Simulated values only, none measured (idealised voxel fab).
voxel self aligned vias: a process module
Square cell edge 5 nm, section width 175 nm, ID cut.
When this document writes out a cross-section, it uses a grid of square cells and lists it as bands, beginning at the top and moving down, with a band standing for one or more rows of cells.
The entry gives the band's vertical extent as a top height and a bottom height in nm, then its horizontal make-up as materials from left to right, each with a width in nm. "air" stands for empty space; a single material marked "edge to edge" fills the band edge to edge.
It should be noted that heights are counted from 0, beneath which the wafer as supplied is of one material throughout, and that the lowest band possesses no lower boundary but continues downward, as written in "z 0 and below".
A width given as "30->40" starts at the first number in the band's top row and ends at the second number in its bottom row, shifting by an equal amount at every step from row to row.
You'll sometimes find "left unchanged" written for a step, and that's the way of saying that nowhere in the cross-section did a cell change during that step.
"Sealed-off cavities": empty spaces of 8 cells or more with no open way to the top, each given as width x height at distance, distance from the left edge, all in nm.
Note: text after step settings on the step line = simulator remark on that step.
"overlay nm" denotes, for a step that has a mask, the displacement of the mask to the right of its planned place, with negative values corresponding to the left.

## So here's the lineup of process steps we planned
1. RECEIVE with material Si
2. CONFORMAL_DEP with material SiO2, thk nm 10
3. CONFORMAL_DEP with material SiCN, thk nm 5
4. DIRECTIONAL_DEP with material SiO2, thk nm 25
5. MASKED_ETCH with tone open, mask id LINES, width nm 25, pitch nm 65, etch materials SiO2, depth nm 25, overlay nm 0
6. CONFORMAL_DEP with material TiN, thk nm 5
7. FILL_DEP with material Ru, thk nm 5
8. CMP with height nm 40
9. SELECTIVE_ETCH with etch materials W Ru TiN, depth nm 5
10. FILL_DEP with material SiN, thk nm 5
11. CMP with height nm 40
12. DIRECTIONAL_DEP with material SiO2, thk nm 20
13. DIRECTIONAL_DEP with material aC, thk nm 15
14. PATTERN with tone open, mask id VIAS, material resist, width nm 35, thk nm 35, overlay nm 0
15. DIRECTIONAL_ETCH with etch materials aC, depth nm 15
16. STRIP with etch materials resist
17. DIRECTIONAL_ETCH with etch materials SiO2, depth nm 20
18. DIRECTIONAL_ETCH with etch materials SiN, depth nm 5
19. STRIP with etch materials aC
20. CONFORMAL_DEP with material TiN, thk nm 5
21. FILL_DEP with material Cu, thk nm 5
22. CMP with height nm 60
23. CONFORMAL_DEP with material SiCN, thk nm 5

## As-received state of the wafer in cross-section, equivalent to post-step 1
z 0 and below = Si edge to edge
Sealed-off cavities: none

## Cross-sectional image of the first of two wafers at the end of the module, the run having proceeded as planned
z 65 to 60 = SiCN edge to edge
z 60 to 45 = 35 SiO2 / 5 TiN / 25 Cu / 5 TiN / 105 SiO2
z 45 to 40 = 35 SiO2 / 10 TiN / 15 Cu / 10 TiN / 105 SiO2
z 40 to 35 = 40 SiO2 / 25 TiN / 40 SiO2 / 25 SiN / 45 SiO2
z 35 to 20 = 40 SiO2 / 5 TiN / 15 Ru / 5 TiN / 40 SiO2 / 5 TiN / 15 Ru / 5 TiN / 45 SiO2
z 20 to 15 = 40 SiO2 / 25 TiN / 40 SiO2 / 25 TiN / 45 SiO2
z 15 to 10 = SiCN edge to edge
z 10 to 0 = SiO2 edge to edge
z 0 and below = Si edge to edge
Sealed-off cavities: none

## Cross-sectional view of the second of two wafers upon completion of the module. This wafer shared its starting condition and process plan with the first; one error was made during its execution
z 65 to 60 = SiCN edge to edge
z 60 to 45 = 35 SiO2 / 5 TiN / 25 Cu / 5 TiN / 105 SiO2
z 45 to 40 = 35 SiO2 / 15 TiN / 5 Cu / 15 TiN / 105 SiO2
z 40 to 35 = 45 SiO2 / 15 TiN / 50 SiO2 / 15 SiN / 50 SiO2
z 35 to 20 = 45 SiO2 / 15 Ru / 50 SiO2 / 15 Ru / 50 SiO2
z 20 to 15 = SiO2 edge to edge
z 15 to 10 = SiCN edge to edge
z 10 to 0 = SiO2 edge to edge
z 0 and below = Si edge to edge
Sealed-off cavities: none
Error vs. plan: not per plan at step 6, really ran CONFORMAL_DEP with material SiO2, thk nm 5
In the final state, the cell counts of the second wafer exceed or fall short of those of the first for the following materials: -2 Cu, -2 SiN, +26 SiO2, -22 TiN
